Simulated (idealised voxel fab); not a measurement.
process module | voxel double patterning
cross-section cut | 265 nm wide | cells 5 nm
A cross-section is a grid of square cells, given in bands from the top down. A band is one or more rows of cells.
Each band's line starts with the height of the band's top and of its bottom, in nm. Then come its materials from left to right, each with its width in nm. One material with "throughout" fills the band from edge to edge. "air" is empty space.
Height 0 is the level under which the wafer as received is all one material. The lowest band goes on downwards, as in "0 down".
A width such as "30 to 40" changes by the same amount from each row of cells to the next, from the band's top row to its bottom row.
"no change" after a step means that no cell of the cross-section changed.
closed voids: empty space of 8 cells or more with no open way to the top, each as width x height at its distance from the left edge, in nm
after a step's settings: what the simulator itself notes on the step
overlay nm, on a step with a mask: how far to the right of its planned place the mask lay; to the left if negative
plan
1 op RECEIVE | material Si
2 op CONFORMAL_DEP | material SiO2 | thk nm 5
3 op DIRECTIONAL_DEP | material TiN | thk nm 15
4 op DIRECTIONAL_DEP | material SiN | thk nm 5
5 op MASKED_ETCH | tone open | mask id FIRST | width nm 15 | pitch nm 50 | etch materials SiN | depth nm 5 | overlay nm -15
6 op PATTERN | tone open | mask id SECOND | material resist | width nm 15 | pitch nm 50 | thk nm 15 | overlay nm 0
7 op DIRECTIONAL_ETCH | etch materials SiN | depth nm 5
8 op STRIP | etch materials resist
9 op DIRECTIONAL_ETCH | etch materials TiN | depth nm 15
10 op STRIP | etch materials SiN
varied across the wafers: overlay nm of step 5. The plan shows the first wafer's value. All wafers start alike
first wafer as received, after step 1
  0 down: Si throughout
  closed voids: none
first wafer at the end, after step 10
  20 to 5: TiN 60 | air 15 | TiN 25 | air 25 | TiN 25 | air 25 | TiN 90
  5 to 0: SiO2 throughout
  0 down: Si throughout
  closed voids: none
last wafer at the end
  20 to 5: TiN 90 | air 25 | TiN 25 | air 25 | TiN 25 | air 15 | TiN 60
  5 to 0: SiO2 throughout
  0 down: Si throughout
  closed voids: none
each wafer at the end: cells of each material gained (+) or lost (-) since it was received, then its closed voids
overlay nm -15 | +53 SiO2 | +120 TiN | closed voids: none
overlay nm -10 | +53 SiO2 | +114 TiN | closed voids: none
overlay nm -5 | +53 SiO2 | +114 TiN | closed voids: none
overlay nm 0 | +53 SiO2 | +114 TiN | closed voids: none
overlay nm 5 | +53 SiO2 | +114 TiN | closed voids: none
overlay nm 10 | +53 SiO2 | +114 TiN | closed voids: none
overlay nm 15 | +53 SiO2 | +120 TiN | closed voids: none
